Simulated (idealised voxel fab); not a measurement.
process module | voxel spacer lines
cross-section cut | 160 nm wide | cells 5 nm
A cross-section is a grid of square cells, given in bands from the top down. A band is one or more rows of cells.
Each band's line starts with the height of the band's top and of its bottom, in nm. Then come its materials from left to right, each with its width in nm. One material with "throughout" fills the band from edge to edge. "air" is empty space.
Height 0 is the level under which the wafer as received is all one material. The lowest band goes on downwards, as in "0 down".
A width such as "30 to 40" changes by the same amount from each row of cells to the next, from the band's top row to its bottom row.
"no change" after a step means that no cell of the cross-section changed.
closed voids: empty space of 8 cells or more with no open way to the top, each as width x height at its distance from the left edge, in nm
after a step's settings: what the simulator itself notes on the step
overlay nm, on a step with a mask: how far to the right of its planned place the mask lay; to the left if negative
plan
1 op RECEIVE | material Si
2 op CONFORMAL_DEP | material Al2O3 | thk nm 5
3 op DIRECTIONAL_DEP | material polySi | thk nm 20
4 op DIRECTIONAL_DEP | material aC | thk nm 20
5 op PATTERN | tone cover | mask id MANDREL | material resist | width nm 25 | pitch nm 80 | thk nm 30 | overlay nm 0
6 op DIRECTIONAL_ETCH | etch materials aC | depth nm 20
7 op STRIP | etch materials resist
8 op CONFORMAL_DEP | material SiN | thk nm 15
9 op DIRECTIONAL_ETCH | etch materials SiN | depth nm 15
10 op STRIP | etch materials aC
11 op DIRECTIONAL_ETCH | etch materials polySi | depth nm 20
12 op STRIP | etch materials SiN
as received, after step 1
  0 down: Si throughout
  closed voids: none
first wafer at the end, as planned
  25 to 5: air 10 | polySi 15 | air 25 | polySi 15 | air 25 | polySi 15 | air 25 | polySi 15 | air 15
  5 to 0: Al2O3 throughout
  0 down: Si throughout
  closed voids: none
second wafer at the end: like start, like plan, one mistake
  20 to 0: air 10 | polySi 15 | air 25 | polySi 15 | air 25 | polySi 15 | air 25 | polySi 15 | air 15
  0 down: Si throughout
  closed voids: none
what went wrong: step 2 was left out
at the end the second wafer has, in cells: 32 fewer of Al2O3
